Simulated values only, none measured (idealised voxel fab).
process module | voxel transistor to metal
cross-section cut | 245 nm wide | cells 5 nm
A cross-section is a grid of square cells, given in bands from the top down. A band is one or more rows of cells.
Each band's line starts with the height of the band's top and of its bottom, in nm. Then come its materials from left to right, each with its width in nm. One material with "throughout" fills the band from edge to edge. "air" is empty space.
Height 0 is the level under which the wafer as received is all one material. The lowest band goes on downwards, as in "0 down".
A width such as "30 to 40" changes by the same amount from each row of cells to the next, from the band's top row to its bottom row.
"no change" after a step means that no cell of the cross-section changed.
closed voids: empty space of 8 cells or more with no open way to the top, each as width x height at its distance from the left edge, in nm
after a step's settings: what the simulator itself notes on the step
overlay nm, on a step with a mask: how far to the right of its planned place the mask lay; to the left if negative
Each pair below shows a cross-section before one step and the cross-section after it, down to the lowest band that changed. The line under each pair gives the step between them, with its settings. The pairs can come from different runs of this module on the same starting wafer, so a pair continues from the pair above only where its "before" says so.
before
  30 to 25: air 35 | TiN 20 | air 15 | TiN 20 | air 60 | TiN 20 | air 15 | TiN 20 | air 40
  25 to 20: TiN 40 | SiN 10 | TiN 5 | air 15 | TiN 5 | SiN 10 | TiN 70 | SiN 10 | TiN 5 | air 15 | TiN 5 | SiN 10 | TiN 45
  20 to 0: SiO2 40 | SiN 10 | TiN 5 | air 15 | TiN 5 | SiN 10 | SiO2 70 | SiN 10 | TiN 5 | air 15 | TiN 5 | SiN 10 | SiO2 45
  0 to -5: SiO2 30 | SiGe 10 | SiN 10 | TiN 5 | air 15 | TiN 5 | SiN 10 | SiGe 10 | SiO2 50 | SiGe 10 | SiN 10 | TiN 5 | air 15 | TiN 5 | SiN 10 | SiGe 10 | SiO2 35
  -5 to -10: SiO2 30 | SiGe 10 | SiO2 5 | TiN 35 | SiO2 5 | SiGe 10 | SiO2 50 | SiGe 10 | SiO2 5 | TiN 35 | SiO2 5 | SiGe 10 | SiO2 35
  -10 to -20: SiO2 20 | SiGe 20 | Si 45 | SiGe 20 | SiO2 30 | SiGe 20 | Si 45 | SiGe 20 | SiO2 25
  -20 to -45: SiO2 20 | Si 85 | SiO2 30 | Si 85 | SiO2 25
  -45 down: Si throughout
  closed voids: none
after
  40 to 30: W throughout
  30 to 25: W 35 | TiN 20 | W 15 | TiN 20 | W 60 | TiN 20 | W 15 | TiN 20 | W 40
  25 to 20: TiN 40 | SiN 10 | TiN 5 | W 15 | TiN 5 | SiN 10 | TiN 70 | SiN 10 | TiN 5 | W 15 | TiN 5 | SiN 10 | TiN 45
  20 to 0: SiO2 40 | SiN 10 | TiN 5 | W 15 | TiN 5 | SiN 10 | SiO2 70 | SiN 10 | TiN 5 | W 15 | TiN 5 | SiN 10 | SiO2 45
  0 to -5: SiO2 30 | SiGe 10 | SiN 10 | TiN 5 | W 15 | TiN 5 | SiN 10 | SiGe 10 | SiO2 50 | SiGe 10 | SiN 10 | TiN 5 | W 15 | TiN 5 | SiN 10 | SiGe 10 | SiO2 35
  below -5: unchanged
  closed voids: none
the step between: op FILL_DEP | material W | thk nm 10
before: the cross-section after the pair above
after
  20 to 0: SiO2 40 | SiN 10 | TiN 5 | W 15 | TiN 5 | SiN 10 | SiO2 70 | SiN 10 | TiN 5 | W 15 | TiN 5 | SiN 10 | SiO2 45
  below 0: unchanged
  closed voids: none
the step between: op CMP | height nm 20
before: the cross-section after the pair above
after
  35 to 20: SiO2 throughout
  below 20: unchanged
  closed voids: none
the step between: op DIRECTIONAL_DEP | material SiO2 | thk nm 15
before: the cross-section after the pair above
after
  45 to 35: aC throughout
  below 35: unchanged
  closed voids: none
the step between: op DIRECTIONAL_DEP | material aC | thk nm 10
before: the cross-section after the pair above
after
  75 to 45: resist 20 | air 15 | resist 55 | air 15 | resist 30 | air 15 | resist 55 | air 15 | resist 25
  below 45: unchanged
  closed voids: none
the step between: op PATTERN | tone open | mask id CONTACT | material resist | width nm 15 | thk nm 30 | overlay nm 0
before: the cross-section after the pair above
after
  65 to 45: resist 20 | air 15 | resist 55 | air 15 | resist 30 | air 15 | resist 55 | air 15 | resist 25
  45 to 35: aC 20 | air 15 | aC 55 | air 15 | aC 30 | air 15 | aC 55 | air 15 | aC 25
  below 35: unchanged
  closed voids: none
the step between: op DIRECTIONAL_ETCH | etch materials aC | depth nm 10
before: the cross-section after the pair above
after
  45 to 35: aC 20 | air 15 | aC 55 | air 15 | aC 30 | air 15 | aC 55 | air 15 | aC 25
  below 35: unchanged
  closed voids: none
the step between: op STRIP | etch materials resist
before: the cross-section after the pair above
after
  45 to 35: aC 20 | air 15 | aC 55 | air 15 | aC 30 | air 15 | aC 55 | air 15 | aC 25
  35 to 20: SiO2 20 | air 15 | SiO2 55 | air 15 | SiO2 30 | air 15 | SiO2 55 | air 15 | SiO2 25
  20 to 0: SiO2 20 | air 15 | SiO2 5 | SiN 10 | TiN 5 | W 15 | TiN 5 | SiN 10 | SiO2 5 | air 15 | SiO2 30 | air 15 | SiO2 5 | SiN 10 | TiN 5 | W 15 | TiN 5 | SiN 10 | SiO2 5 | air 15 | SiO2 25
  0 to -5: SiO2 20 | air 10 | SiGe 10 | SiN 10 | TiN 5 | W 15 | TiN 5 | SiN 10 | SiGe 10 | air 10 | SiO2 30 | air 10 | SiGe 10 | SiN 10 | TiN 5 | W 15 | TiN 5 | SiN 10 | SiGe 10 | air 10 | SiO2 25
  -5 to -10: SiO2 20 | air 10 | SiGe 10 | SiO2 5 | TiN 35 | SiO2 5 | SiGe 10 | air 10 | SiO2 30 | air 10 | SiGe 10 | SiO2 5 | TiN 35 | SiO2 5 | SiGe 10 | air 10 | SiO2 25
  below -10: unchanged
  closed voids: none
the step between: op DIRECTIONAL_ETCH | etch materials SiO2 | depth nm 45
before: the cross-section after the pair above
after
  35 to 20: SiO2 20 | air 15 | SiO2 55 | air 15 | SiO2 30 | air 15 | SiO2 55 | air 15 | SiO2 25
  below 20: unchanged
  closed voids: none
the step between: op STRIP | etch materials aC
before: the cross-section after the pair above
after
  40 to 35: TiN 25 | air 5 | TiN 65 | air 5 | TiN 40 | air 5 | TiN 65 | air 5 | TiN 30
  35 to 20: SiO2 20 | TiN 5 | air 5 | TiN 5 | SiO2 55 | TiN 5 | air 5 | TiN 5 | SiO2 30 | TiN 5 | air 5 | TiN 5 | SiO2 55 | TiN 5 | air 5 | TiN 5 | SiO2 25
  20 to 5: SiO2 20 | TiN 5 | air 5 | TiN 5 | SiO2 5 | SiN 10 | TiN 5 | W 15 | TiN 5 | SiN 10 | SiO2 5 | TiN 5 | air 5 | TiN 5 | SiO2 30 | TiN 5 | air 5 | TiN 5 | SiO2 5 | SiN 10 | TiN 5 | W 15 | TiN 5 | SiN 10 | SiO2 5 | TiN 5 | air 5 | TiN 5 | SiO2 25
  5 to 0: SiO2 20 | TiN 15 | SiO2 5 | SiN 10 | TiN 5 | W 15 | TiN 5 | SiN 10 | SiO2 5 | TiN 15 | SiO2 30 | TiN 15 | SiO2 5 | SiN 10 | TiN 5 | W 15 | TiN 5 | SiN 10 | SiO2 5 | TiN 15 | SiO2 25
  0 to -5: SiO2 20 | TiN 10 | SiGe 10 | SiN 10 | TiN 5 | W 15 | TiN 5 | SiN 10 | SiGe 10 | TiN 10 | SiO2 30 | TiN 10 | SiGe 10 | SiN 10 | TiN 5 | W 15 | TiN 5 | SiN 10 | SiGe 10 | TiN 10 | SiO2 25
  -5 to -10: SiO2 20 | TiN 10 | SiGe 10 | SiO2 5 | TiN 35 | SiO2 5 | SiGe 10 | TiN 10 | SiO2 30 | TiN 10 | SiGe 10 | SiO2 5 | TiN 35 | SiO2 5 | SiGe 10 | TiN 10 | SiO2 25
  below -10: unchanged
  closed voids: none
the step between: op CONFORMAL_DEP | material TiN | thk nm 5
before: the cross-section after the pair above
after
  45 to 40: W throughout
  40 to 35: TiN 25 | W 5 | TiN 65 | W 5 | TiN 40 | W 5 | TiN 65 | W 5 | TiN 30
  35 to 20: SiO2 20 | TiN 5 | W 5 | TiN 5 | SiO2 55 | TiN 5 | W 5 | TiN 5 | SiO2 30 | TiN 5 | W 5 | TiN 5 | SiO2 55 | TiN 5 | W 5 | TiN 5 | SiO2 25
  20 to 5: SiO2 20 | TiN 5 | W 5 | TiN 5 | SiO2 5 | SiN 10 | TiN 5 | W 15 | TiN 5 | SiN 10 | SiO2 5 | TiN 5 | W 5 | TiN 5 | SiO2 30 | TiN 5 | W 5 | TiN 5 | SiO2 5 | SiN 10 | TiN 5 | W 15 | TiN 5 | SiN 10 | SiO2 5 | TiN 5 | W 5 | TiN 5 | SiO2 25
  below 5: unchanged
  closed voids: none
the step between: op FILL_DEP | material W | thk nm 5
before: the cross-section after the pair above
after
  35 to 20: SiO2 20 | TiN 5 | W 5 | TiN 5 | SiO2 55 | TiN 5 | W 5 | TiN 5 | SiO2 30 | TiN 5 | W 5 | TiN 5 | SiO2 55 | TiN 5 | W 5 | TiN 5 | SiO2 25
  below 20: unchanged
  closed voids: none
the step between: op CMP | height nm 35
before: the cross-section after the pair above
after
  40 to 35: SiCN throughout
  below 35: unchanged
  closed voids: none
the step between: op CONFORMAL_DEP | material SiCN | thk nm 5
before: the cross-section after the pair above
after
  65 to 40: lowk throughout
  below 40: unchanged
  closed voids: none
the step between: op DIRECTIONAL_DEP | material lowk | thk nm 25
before: the cross-section after the pair above
after
  80 to 65: aC throughout
  below 65: unchanged
  closed voids: none
the step between: op DIRECTIONAL_DEP | material aC | thk nm 15
before: the cross-section after the pair above
after
  115 to 80: resist 20 | air 15 | resist 55 | air 15 | resist 30 | air 15 | resist 55 | air 15 | resist 25
  below 80: unchanged
  closed voids: none
the step between: op PATTERN | tone open | mask id METAL_1 | material resist | width nm 15 | thk nm 35 | overlay nm 0
before: the cross-section after the pair above
after
  100 to 80: resist 20 | air 15 | resist 55 | air 15 | resist 30 | air 15 | resist 55 | air 15 | resist 25
  80 to 65: aC 20 | air 15 | aC 55 | air 15 | aC 30 | air 15 | aC 55 | air 15 | aC 25
  below 65: unchanged
  closed voids: none
the step between: op DIRECTIONAL_ETCH | etch materials aC | depth nm 15
before: the cross-section after the pair above
after
  80 to 65: aC 20 | air 15 | aC 55 | air 15 | aC 30 | air 15 | aC 55 | air 15 | aC 25
  below 65: unchanged
  closed voids: none
the step between: op STRIP | etch materials resist
before: the cross-section after the pair above
after
  80 to 65: aC 20 | air 15 | aC 55 | air 15 | aC 30 | air 15 | aC 55 | air 15 | aC 25
  65 to 40: lowk 20 | air 15 | lowk 55 | air 15 | lowk 30 | air 15 | lowk 55 | air 15 | lowk 25
  below 40: unchanged
  closed voids: none
the step between: op DIRECTIONAL_ETCH | etch materials lowk | depth nm 25
before: the cross-section after the pair above
after
  80 to 65: aC 20 | air 15 | aC 55 | air 15 | aC 30 | air 15 | aC 55 | air 15 | aC 25
  65 to 40: lowk 20 | air 15 | lowk 55 | air 15 | lowk 30 | air 15 | lowk 55 | air 15 | lowk 25
  40 to 35: SiCN 20 | air 15 | SiCN 55 | air 15 | SiCN 30 | air 15 | SiCN 55 | air 15 | SiCN 25
  below 35: unchanged
  closed voids: none
the step between: op DIRECTIONAL_ETCH | etch materials SiCN | depth nm 5
before: the cross-section after the pair above
after
  65 to 40: lowk 20 | air 15 | lowk 55 | air 15 | lowk 30 | air 15 | lowk 55 | air 15 | lowk 25
  below 40: unchanged
  closed voids: none
the step between: op STRIP | etch materials aC
before: the cross-section after the pair above
after
  70 to 65: TiN 25 | air 5 | TiN 65 | air 5 | TiN 40 | air 5 | TiN 65 | air 5 | TiN 30
  65 to 40: lowk 20 | TiN 5 | air 5 | TiN 5 | lowk 55 | TiN 5 | air 5 | TiN 5 | lowk 30 | TiN 5 | air 5 | TiN 5 | lowk 55 | TiN 5 | air 5 | TiN 5 | lowk 25
  40 to 35: SiCN 20 | TiN 15 | SiCN 55 | TiN 15 | SiCN 30 | TiN 15 | SiCN 55 | TiN 15 | SiCN 25
  below 35: unchanged
  closed voids: none
the step between: op CONFORMAL_DEP | material TiN | thk nm 5
before: the cross-section after the pair above
after
  80 to 70: Cu throughout
  70 to 65: TiN 25 | Cu 5 | TiN 65 | Cu 5 | TiN 40 | Cu 5 | TiN 65 | Cu 5 | TiN 30
  65 to 40: lowk 20 | TiN 5 | Cu 5 | TiN 5 | lowk 55 | TiN 5 | Cu 5 | TiN 5 | lowk 30 | TiN 5 | Cu 5 | TiN 5 | lowk 55 | TiN 5 | Cu 5 | TiN 5 | lowk 25
  below 40: unchanged
  closed voids: none
the step between: op FILL_DEP | material Cu | thk nm 10
before: the cross-section after the pair above
after
  65 to 40: lowk 20 | TiN 5 | Cu 5 | TiN 5 | lowk 55 | TiN 5 | Cu 5 | TiN 5 | lowk 30 | TiN 5 | Cu 5 | TiN 5 | lowk 55 | TiN 5 | Cu 5 | TiN 5 | lowk 25
  below 40: unchanged
  closed voids: none
the step between: op CMP | height nm 65
before: the cross-section after the pair above
after
  70 to 65: SiCN throughout
  below 65: unchanged
  closed voids: none
the step between: op CONFORMAL_DEP | material SiCN | thk nm 5
before: the cross-section after the pair above
after
  95 to 70: SiO2 throughout
  below 70: unchanged
  closed voids: none
the step between: op DIRECTIONAL_DEP | material SiO2 | thk nm 25
before: the cross-section after the pair above
after
  105 to 95: aC throughout
  below 95: unchanged
  closed voids: none
the step between: op DIRECTIONAL_DEP | material aC | thk nm 10
before: the cross-section after the pair above
after
  130 to 105: resist 20 | air 15 | resist 100 | air 15 | resist 95
  below 105: unchanged
  closed voids: none
the step between: op PATTERN | tone open | mask id METAL_2 | material resist | width nm 15 | pitch nm 115 | thk nm 25 | overlay nm 0
before: the cross-section after the pair above
after
  120 to 105: resist 20 | air 15 | resist 100 | air 15 | resist 95
  105 to 95: aC 20 | air 15 | aC 100 | air 15 | aC 95
  below 95: unchanged
  closed voids: none
the step between: op DIRECTIONAL_ETCH | etch materials aC | depth nm 10
before: the cross-section after the pair above
after
  105 to 95: aC 20 | air 15 | aC 100 | air 15 | aC 95
  below 95: unchanged
  closed voids: none
the step between: op STRIP | etch materials resist
before: the cross-section after the pair above
after
  105 to 95: aC 20 | air 15 | aC 100 | air 15 | aC 95
  95 to 80: SiO2 20 | air 15 | SiO2 100 | air 15 | SiO2 95
  below 80: unchanged
  closed voids: none
the step between: op DIRECTIONAL_ETCH | etch materials SiO2 | depth nm 15
before: the cross-section after the pair above
after
  95 to 80: SiO2 20 | air 15 | SiO2 100 | air 15 | SiO2 95
  below 80: unchanged
  closed voids: none
the step between: op STRIP | etch materials aC
before: the cross-section after the pair above
after
  110 to 95: aC 20 | air 15 | aC 100 | air 15 | aC 95
  95 to 80: SiO2 20 | aC 15 | SiO2 100 | aC 15 | SiO2 95
  below 80: unchanged
  closed voids: none
the step between: op DIRECTIONAL_DEP | material aC | thk nm 15
before: the cross-section after the pair above
after
  145 to 110: resist 20 | air 15 | resist 100 | air 15 | resist 95
  below 110: unchanged
  closed voids: none
the step between: op PATTERN | tone open | mask id METAL_2_HOLES | material resist | width nm 15 | pitch nm 115 | thk nm 35 | overlay nm 0
before: the cross-section after the pair above
after
  130 to 110: resist 20 | air 15 | resist 100 | air 15 | resist 95
  110 to 95: aC 20 | air 15 | aC 100 | air 15 | aC 95
  95 to 80: SiO2 20 | air 15 | SiO2 100 | air 15 | SiO2 95
  below 80: unchanged
  closed voids: none
the step between: op DIRECTIONAL_ETCH | etch materials aC | depth nm 15
before: the cross-section after the pair above
after
  110 to 95: aC 20 | air 15 | aC 100 | air 15 | aC 95
  below 95: unchanged
  closed voids: none
the step between: op STRIP | etch materials resist
before: the cross-section after the pair above
after
  110 to 95: aC 20 | air 15 | aC 100 | air 15 | aC 95
  95 to 70: SiO2 20 | air 15 | SiO2 100 | air 15 | SiO2 95
  below 70: unchanged
  closed voids: none
the step between: op DIRECTIONAL_ETCH | etch materials SiO2 | depth nm 10
before: the cross-section after the pair above
after
  110 to 95: aC 20 | air 15 | aC 100 | air 15 | aC 95
  95 to 70: SiO2 20 | air 15 | SiO2 100 | air 15 | SiO2 95
  70 to 65: SiCN 20 | air 15 | SiCN 100 | air 15 | SiCN 95
  below 65: unchanged
  closed voids: none
the step between: op DIRECTIONAL_ETCH | etch materials SiCN | depth nm 5
before: the cross-section after the pair above
after
  95 to 70: SiO2 20 | air 15 | SiO2 100 | air 15 | SiO2 95
  below 70: unchanged
  closed voids: none
the step between: op STRIP | etch materials aC
before: the cross-section after the pair above
after
  100 to 95: TiN 25 | air 5 | TiN 110 | air 5 | TiN 100
  95 to 70: SiO2 20 | TiN 5 | air 5 | TiN 5 | SiO2 100 | TiN 5 | air 5 | TiN 5 | SiO2 95
  70 to 65: SiCN 20 | TiN 15 | SiCN 100 | TiN 15 | SiCN 95
  below 65: unchanged
  closed voids: none
the step between: op CONFORMAL_DEP | material TiN | thk nm 5
before: the cross-section after the pair above
after
  110 to 100: Cu throughout
  100 to 95: TiN 25 | Cu 5 | TiN 110 | Cu 5 | TiN 100
  95 to 70: SiO2 20 | TiN 5 | Cu 5 | TiN 5 | SiO2 100 | TiN 5 | Cu 5 | TiN 5 | SiO2 95
  below 70: unchanged
  closed voids: none
the step between: op FILL_DEP | material Cu | thk nm 10
before: the cross-section after the pair above
after
  95 to 70: SiO2 20 | TiN 5 | Cu 5 | TiN 5 | SiO2 100 | TiN 5 | Cu 5 | TiN 5 | SiO2 95
  below 70: unchanged
  closed voids: none
the step between: op CMP | height nm 95
before: the cross-section after the pair above
after
  100 to 95: SiN throughout
  below 95: unchanged
  closed voids: none
the step between: op CONFORMAL_DEP | material SiN | thk nm 5
before
  10 to 0: air 15 | SiN 95 | air 20 | SiN 95 | air 20
  0 to -5: air 15 | SiO2 95 | air 20 | SiO2 95 | air 20
  -5 to -40: air 15 | Si 95 | air 20 | Si 95 | air 20
  -40 down: Si throughout
  closed voids: none
after
  10 to 0: air 15 | SiN 95 | air 20 | SiN 95 | air 20
  0 to -5: air 15 | SiO2 95 | air 20 | SiO2 95 | air 20
  -5 to -75: air 15 | Si 95 | air 20 | Si 95 | air 20
  below -75: unchanged
  closed voids: none
the step between: op MASKED_ETCH | tone cover | mask id ACTIVE | width nm 95 | pitch nm 115 | etch materials Si | depth nm 35 | overlay nm 0
before: the cross-section after the pair above
after
  10 to 0: air 15 | SiN 95 | air 20 | SiN 95 | air 20
  0 to -5: air 15 | SiO2 95 | air 20 | SiO2 95 | air 20
  -5 to -75: air 15 | SiO2 5 | Si 85 | SiO2 5 | air 20 | SiO2 5 | Si 85 | SiO2 5 | air 20
  -75 to -80: SiO2 20 | Si 85 | SiO2 30 | Si 85 | SiO2 25
  below -80: unchanged
  closed voids: none
the step between: op OXIDIZE | depth nm 5
before: the cross-section after the pair above
after
  20 to 10: SiO2 throughout
  10 to 0: SiO2 15 | SiN 95 | SiO2 20 | SiN 95 | SiO2 20
  0 to -5: SiO2 throughout
  -5 to -80: SiO2 20 | Si 85 | SiO2 30 | Si 85 | SiO2 25
  below -80: unchanged
  closed voids: none
the step between: op FILL_DEP | material SiO2 | thk nm 10
before: the cross-section after the pair above
after
  10 to 0: SiO2 15 | SiN 95 | SiO2 20 | SiN 95 | SiO2 20
  below 0: unchanged
  closed voids: none
the step between: op CMP | height nm 10
before: the cross-section after the pair above
after
  10 to 0: air 15 | SiN 95 | air 20 | SiN 95 | air 20
  below 0: unchanged
  closed voids: none
the step between: op SELECTIVE_ETCH | etch materials SiO2 | depth nm 10
before: the cross-section after the pair above
after
  0 to -5: SiO2 throughout
  below -5: unchanged
  closed voids: none
the step between: op STRIP | etch materials SiN
before: the cross-section after the pair above
after
  -5 to -80: SiO2 20 | Si 85 | SiO2 30 | Si 85 | SiO2 25
  below -80: unchanged
  closed voids: none
the step between: op SELECTIVE_ETCH | etch materials SiO2 | depth nm 5
before: the cross-section after the pair above
after
  -5 to -10: SiO2 throughout
  below -10: unchanged
  closed voids: none
the step between: op OXIDIZE | depth nm 5
before: the cross-section after the pair above
after
  25 to -5: polySi throughout
  below -5: unchanged
  closed voids: none
the step between: op DIRECTIONAL_DEP | material polySi | thk nm 30
before: the cross-section after the pair above
after
  40 to 25: SiCN throughout
  below 25: unchanged
  closed voids: none
the step between: op DIRECTIONAL_DEP | material SiCN | thk nm 15
before: the cross-section after the pair above
after
  40 to 25: air 50 | SiCN 25 | air 90 | SiCN 25 | air 55
  below 25: unchanged
  closed voids: none
the step between: op MASKED_ETCH | tone cover | mask id GATE | width nm 25 | pitch nm 115 | etch materials SiCN | depth nm 25 | overlay nm 0
before: the cross-section after the pair above
after
  40 to 25: air 50 | SiCN 25 | air 90 | SiCN 25 | air 55
  25 to -5: air 50 | polySi 25 | air 90 | polySi 25 | air 55
  below -5: unchanged
  closed voids: none
the step between: op MASKED_ETCH | tone cover | mask id GATE | width nm 25 | pitch nm 115 | etch materials polySi | depth nm 40 | overlay nm 0
before: the cross-section after the pair above
after
  50 to 40: air 40 | SiN 45 | air 70 | SiN 45 | air 45
  40 to 25: air 40 | SiN 10 | SiCN 25 | SiN 10 | air 70 | SiN 10 | SiCN 25 | SiN 10 | air 45
  25 to 5: air 40 | SiN 10 | polySi 25 | SiN 10 | air 70 | SiN 10 | polySi 25 | SiN 10 | air 45
  5 to -5: SiN 50 | polySi 25 | SiN 90 | polySi 25 | SiN 55
  below -5: unchanged
  closed voids: none
the step between: op CONFORMAL_DEP | material SiN | thk nm 10
before: the cross-section after the pair above
after
  40 to 25: air 40 | SiN 10 | SiCN 25 | SiN 10 | air 70 | SiN 10 | SiCN 25 | SiN 10 | air 45
  25 to -5: air 40 | SiN 10 | polySi 25 | SiN 10 | air 70 | SiN 10 | polySi 25 | SiN 10 | air 45
  below -5: unchanged
  closed voids: none
the step between: op DIRECTIONAL_ETCH | etch materials SiN | depth nm 10
before: the cross-section after the pair above
after
  40 to 25: air 40 | SiN 10 | SiCN 25 | SiN 10 | air 70 | SiN 10 | SiCN 25 | SiN 10 | air 45
  25 to -5: air 40 | SiN 10 | polySi 25 | SiN 10 | air 70 | SiN 10 | polySi 25 | SiN 10 | air 45
  -5 to -10: air 40 | SiO2 45 | air 70 | SiO2 45 | air 45
  below -10: unchanged
  closed voids: none
the step between: op DIRECTIONAL_ETCH | etch materials SiO2 | depth nm 5
before: the cross-section after the pair above
after
  40 to 25: air 40 | SiN 10 | SiCN 25 | SiN 10 | air 70 | SiN 10 | SiCN 25 | SiN 10 | air 45
  25 to -5: air 40 | SiN 10 | polySi 25 | SiN 10 | air 70 | SiN 10 | polySi 25 | SiN 10 | air 45
  -5 to -10: air 40 | SiO2 45 | air 70 | SiO2 45 | air 45
  -10 to -20: SiO2 20 | air 20 | Si 45 | air 20 | SiO2 30 | air 20 | Si 45 | air 20 | SiO2 25
  below -20: unchanged
  closed voids: none
the step between: op DIRECTIONAL_ETCH | etch materials Si | depth nm 10
before: the cross-section after the pair above
after
  40 to 25: air 40 | SiN 10 | SiCN 25 | SiN 10 | air 70 | SiN 10 | SiCN 25 | SiN 10 | air 45
  25 to 0: air 40 | SiN 10 | polySi 25 | SiN 10 | air 70 | SiN 10 | polySi 25 | SiN 10 | air 45
  0 to -5: air 30 | SiGe 10 | SiN 10 | polySi 25 | SiN 10 | SiGe 10 | air 50 | SiGe 10 | SiN 10 | polySi 25 | SiN 10 | SiGe 10 | air 35
  -5 to -10: air 30 | SiGe 10 | SiO2 45 | SiGe 10 | air 50 | SiGe 10 | SiO2 45 | SiGe 10 | air 35
  -10 to -20: SiO2 20 | SiGe 20 | Si 45 | SiGe 20 | SiO2 30 | SiGe 20 | Si 45 | SiGe 20 | SiO2 25
  below -20: unchanged
  closed voids: none
the step between: op EPI | material SiGe | thk nm 10
before: the cross-section after the pair above
after
  45 to 40: SiO2 throughout
  40 to 25: SiO2 40 | SiN 10 | SiCN 25 | SiN 10 | SiO2 70 | SiN 10 | SiCN 25 | SiN 10 | SiO2 45
  25 to 0: SiO2 40 | SiN 10 | polySi 25 | SiN 10 | SiO2 70 | SiN 10 | polySi 25 | SiN 10 | SiO2 45
  0 to -5: SiO2 30 | SiGe 10 | SiN 10 | polySi 25 | SiN 10 | SiGe 10 | SiO2 50 | SiGe 10 | SiN 10 | polySi 25 | SiN 10 | SiGe 10 | SiO2 35
  -5 to -10: SiO2 30 | SiGe 10 | SiO2 45 | SiGe 10 | SiO2 50 | SiGe 10 | SiO2 45 | SiGe 10 | SiO2 35
  below -10: unchanged
  closed voids: none
the step between: op FILL_DEP | material SiO2 | thk nm 5
before: the cross-section after the pair above
after
  25 to 0: SiO2 40 | SiN 10 | polySi 25 | SiN 10 | SiO2 70 | SiN 10 | polySi 25 | SiN 10 | SiO2 45
  below 0: unchanged
  closed voids: none
the step between: op CMP | height nm 25
before: the cross-section after the pair above
after
  25 to 0: SiO2 40 | SiN 10 | air 25 | SiN 10 | SiO2 70 | SiN 10 | air 25 | SiN 10 | SiO2 45
  0 to -5: SiO2 30 | SiGe 10 | SiN 10 | air 25 | SiN 10 | SiGe 10 | SiO2 50 | SiGe 10 | SiN 10 | air 25 | SiN 10 | SiGe 10 | SiO2 35
  below -5: unchanged
  closed voids: none
the step between: op STRIP | etch materials polySi
before: the cross-section after the pair above
after
  25 to 20: air 40 | SiN 10 | air 25 | SiN 10 | air 70 | SiN 10 | air 25 | SiN 10 | air 45
  20 to 0: SiO2 40 | SiN 10 | air 25 | SiN 10 | SiO2 70 | SiN 10 | air 25 | SiN 10 | SiO2 45
  0 to -5: SiO2 30 | SiGe 10 | SiN 10 | air 25 | SiN 10 | SiGe 10 | SiO2 50 | SiGe 10 | SiN 10 | air 25 | SiN 10 | SiGe 10 | SiO2 35
  -5 to -10: SiO2 30 | SiGe 10 | SiO2 5 | air 35 | SiO2 5 | SiGe 10 | SiO2 50 | SiGe 10 | SiO2 5 | air 35 | SiO2 5 | SiGe 10 | SiO2 35
  below -10: unchanged
  closed voids: none
the step between: op SELECTIVE_ETCH | etch materials SiO2 | depth nm 5
before: the cross-section after the pair above
after
  30 to 25: air 35 | HfO2 20 | air 15 | HfO2 20 | air 60 | HfO2 20 | air 15 | HfO2 20 | air 40
  25 to 20: HfO2 40 | SiN 10 | HfO2 5 | air 15 | HfO2 5 | SiN 10 | HfO2 70 | SiN 10 | HfO2 5 | air 15 | HfO2 5 | SiN 10 | HfO2 45
  20 to 0: SiO2 40 | SiN 10 | HfO2 5 | air 15 | HfO2 5 | SiN 10 | SiO2 70 | SiN 10 | HfO2 5 | air 15 | HfO2 5 | SiN 10 | SiO2 45
  0 to -5: SiO2 30 | SiGe 10 | SiN 10 | HfO2 5 | air 15 | HfO2 5 | SiN 10 | SiGe 10 | SiO2 50 | SiGe 10 | SiN 10 | HfO2 5 | air 15 | HfO2 5 | SiN 10 | SiGe 10 | SiO2 35
  -5 to -10: SiO2 30 | SiGe 10 | SiO2 5 | HfO2 35 | SiO2 5 | SiGe 10 | SiO2 50 | SiGe 10 | SiO2 5 | HfO2 35 | SiO2 5 | SiGe 10 | SiO2 35
  below -10: unchanged
  closed voids: none
the step between: op CONFORMAL_DEP | material HfO2 | thk nm 5
before: the cross-section after the pair above
after
  35 to 30: air 30 | TiN 30 | air 5 | TiN 30 | air 50 | TiN 30 | air 5 | TiN 30 | air 35
  30 to 25: TiN 35 | HfO2 20 | TiN 5 | air 5 | TiN 5 | HfO2 20 | TiN 60 | HfO2 20 | TiN 5 | air 5 | TiN 5 | HfO2 20 | TiN 40
  25 to 20: HfO2 40 | SiN 10 | HfO2 5 | TiN 5 | air 5 | TiN 5 | HfO2 5 | SiN 10 | HfO2 70 | SiN 10 | HfO2 5 | TiN 5 | air 5 | TiN 5 | HfO2 5 | SiN 10 | HfO2 45
  20 to 0: SiO2 40 | SiN 10 | HfO2 5 | TiN 5 | air 5 | TiN 5 | HfO2 5 | SiN 10 | SiO2 70 | SiN 10 | HfO2 5 | TiN 5 | air 5 | TiN 5 | HfO2 5 | SiN 10 | SiO2 45
  0 to -5: SiO2 30 | SiGe 10 | SiN 10 | HfO2 5 | TiN 15 | HfO2 5 | SiN 10 | SiGe 10 | SiO2 50 | SiGe 10 | SiN 10 | HfO2 5 | TiN 15 | HfO2 5 | SiN 10 | SiGe 10 | SiO2 35
  below -5: unchanged
  closed voids: none
the step between: op CONFORMAL_DEP | material TiN | thk nm 5
before: the cross-section after the pair above
after
  45 to 35: W throughout
  35 to 30: W 30 | TiN 30 | W 5 | TiN 30 | W 50 | TiN 30 | W 5 | TiN 30 | W 35
  30 to 25: TiN 35 | HfO2 20 | TiN 5 | W 5 | TiN 5 | HfO2 20 | TiN 60 | HfO2 20 | TiN 5 | W 5 | TiN 5 | HfO2 20 | TiN 40
  25 to 20: HfO2 40 | SiN 10 | HfO2 5 | TiN 5 | W 5 | TiN 5 | HfO2 5 | SiN 10 | HfO2 70 | SiN 10 | HfO2 5 | TiN 5 | W 5 | TiN 5 | HfO2 5 | SiN 10 | HfO2 45
  20 to 0: SiO2 40 | SiN 10 | HfO2 5 | TiN 5 | W 5 | TiN 5 | HfO2 5 | SiN 10 | SiO2 70 | SiN 10 | HfO2 5 | TiN 5 | W 5 | TiN 5 | HfO2 5 | SiN 10 | SiO2 45
  below 0: unchanged
  closed voids: none
the step between: op FILL_DEP | material W | thk nm 10
before: the cross-section after the pair above
after
  20 to 0: SiO2 40 | SiN 10 | HfO2 5 | TiN 5 | W 5 | TiN 5 | HfO2 5 | SiN 10 | SiO2 70 | SiN 10 | HfO2 5 | TiN 5 | W 5 | TiN 5 | HfO2 5 | SiN 10 | SiO2 45
  below 0: unchanged
  closed voids: none
the step between: op CMP | height nm 20
before: the cross-section after the pair above
after
  35 to 20: SiO2 throughout
  below 20: unchanged
  closed voids: none
the step between: op DIRECTIONAL_DEP | material SiO2 | thk nm 15
before: the cross-section after the pair above
after
  45 to 35: aC throughout
  below 35: unchanged
  closed voids: none
the step between: op DIRECTIONAL_DEP | material aC | thk nm 10
before: the cross-section after the pair above
after
  75 to 45: resist 20 | air 15 | resist 55 | air 15 | resist 30 | air 15 | resist 55 | air 15 | resist 25
  below 45: unchanged
  closed voids: none
the step between: op PATTERN | tone open | mask id CONTACT | material resist | width nm 15 | thk nm 30 | overlay nm 0
